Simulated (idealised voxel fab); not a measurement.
process module | voxel quadruple lines
cross-section cut | 280 nm wide | cells 5 nm
A cross-section is a grid of square cells, given in bands from the top down. A band is one or more rows of cells.
Each band's line starts with the height of the band's top and of its bottom, in nm. Then come its materials from left to right, each with its width in nm. One material with "throughout" fills the band from edge to edge. "air" is empty space.
Height 0 is the level under which the wafer as received is all one material. The lowest band goes on downwards, as in "0 down".
A width such as "30 to 40" changes by the same amount from each row of cells to the next, from the band's top row to its bottom row.
"no change" after a step means that no cell of the cross-section changed.
closed voids: empty space of 8 cells or more with no open way to the top, each as width x height at its distance from the left edge, in nm
after a step's settings: what the simulator itself notes on the step
overlay nm, on a step with a mask: how far to the right of its planned place the mask lay; to the left if negative
plan
1 op RECEIVE | material Si
2 op CONFORMAL_DEP | material SiO2 | thk nm 10
3 op DIRECTIONAL_DEP | material W | thk nm 10
4 op DIRECTIONAL_DEP | material polySi | thk nm 20
5 op DIRECTIONAL_DEP | material aC | thk nm 20
6 op PATTERN | tone cover | mask id MANDREL | material resist | width nm 15 | pitch nm 60 | thk nm 25 | overlay nm 0
7 op DIRECTIONAL_ETCH | etch materials aC | depth nm 20
8 op STRIP | etch materials resist
9 op CONFORMAL_DEP | material SiO2 | thk nm 10
10 op DIRECTIONAL_ETCH | etch materials SiO2 | depth nm 10
11 op STRIP | etch materials aC
12 op DIRECTIONAL_ETCH | etch materials polySi | depth nm 20
13 op STRIP | etch materials SiO2
14 op CONFORMAL_DEP | material SiCN | thk nm 5
15 op DIRECTIONAL_ETCH | etch materials SiCN | depth nm 5
16 op STRIP | etch materials polySi
17 op DIRECTIONAL_ETCH | etch materials W | depth nm 10
18 op STRIP | etch materials SiCN
varied across the wafers: width nm of step 6. The plan shows the first wafer's value. All wafers start alike
first wafer as received, after step 1
  0 down: Si throughout
  closed voids: none
first wafer at the end, after step 18
  20 to 10: air 90 | W 5 | air 10 | W 5 | air 5 | W 5 | air 10 | W 5 | air 15 | W 5 | air 10 | W 5 | air 5 | W 5 | air 10 | W 5 | air 85
  10 to 0: SiO2 throughout
  0 down: Si throughout
  closed voids: none
last wafer at the end
  20 to 10: air 80 | W 5 | air 10 | W 5 | air 25 | W 5 | air 10 | W 5 | air 10 | W 5 | air 25 | W 5 | air 10 | W 5 | air 75
  10 to 0: SiO2 throughout
  0 down: Si throughout
  closed voids: none
each wafer at the end: cells of each material gained (+) or lost (-) since it was received, then its closed voids
width nm 15 | +112 SiO2 | +16 W | closed voids: none
width nm 20 | +112 SiO2 | +16 W | closed voids: none
width nm 25 | +112 SiO2 | +16 W | closed voids: none
width nm 30 | +112 SiO2 | +16 W | closed voids: none
width nm 35 | +112 SiO2 | +14 W | closed voids: none
